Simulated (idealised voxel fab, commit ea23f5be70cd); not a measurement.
process module | voxel tone inversion
cross-section cut | 270 nm wide | cells 5 nm
A cross-section is a grid of square cells, given in bands from the top down. A band is one or more rows of cells.
Each band's line starts with the height of the band's top and of its bottom, in nm. Then come its materials from left to right, each with its width in nm. One material with "throughout" fills the band from edge to edge. "air" is empty space.
Height 0 is the level under which the wafer as received is all one material. The lowest band goes on downwards, as in "0 down".
A width such as "30 to 40" changes by the same amount from each row of cells to the next, from the band's top row to its bottom row.
"no change" after a step means that no cell of the cross-section changed.
closed voids: empty space of 8 cells or more with no open way to the top, each as width x height at its distance from the left edge, in nm
after a step's settings: what the simulator itself notes on the step
overlay nm, on a step with a mask: how far to the right of its planned place the mask lay; to the left if negative
plan
1 op RECEIVE | material Si
2 op CONFORMAL_DEP | material SiCN | thk nm 5
3 op DIRECTIONAL_DEP | material aC | thk nm 25
4 op PATTERN | tone cover | mask id POSTS | material resist | width nm 25 | pitch nm 45 | thk nm 35 | overlay nm 0
5 op DIRECTIONAL_ETCH | etch materials aC | depth nm 25
6 op STRIP | etch materials resist
7 op FILL_DEP | material lowk | thk nm 5
8 op CMP | height nm 30
9 op STRIP | etch materials aC
as received, after step 1
  0 down: Si throughout
  closed voids: none
first wafer at the end, as planned
  30 to 5: lowk 100 | air 25 | lowk 20 | air 25 | lowk 100
  5 to 0: SiCN throughout
  0 down: Si throughout
  closed voids: none
second wafer at the end: like start, like plan, one mistake
  30 to 0: SiCN throughout
  0 down: Si throughout
  closed voids: none
what went wrong: step 3 ran as: op DIRECTIONAL_DEP | material SiCN | thk nm 25
at the end the second wafer has, in cells: 270 more of SiCN | 220 fewer of lowk
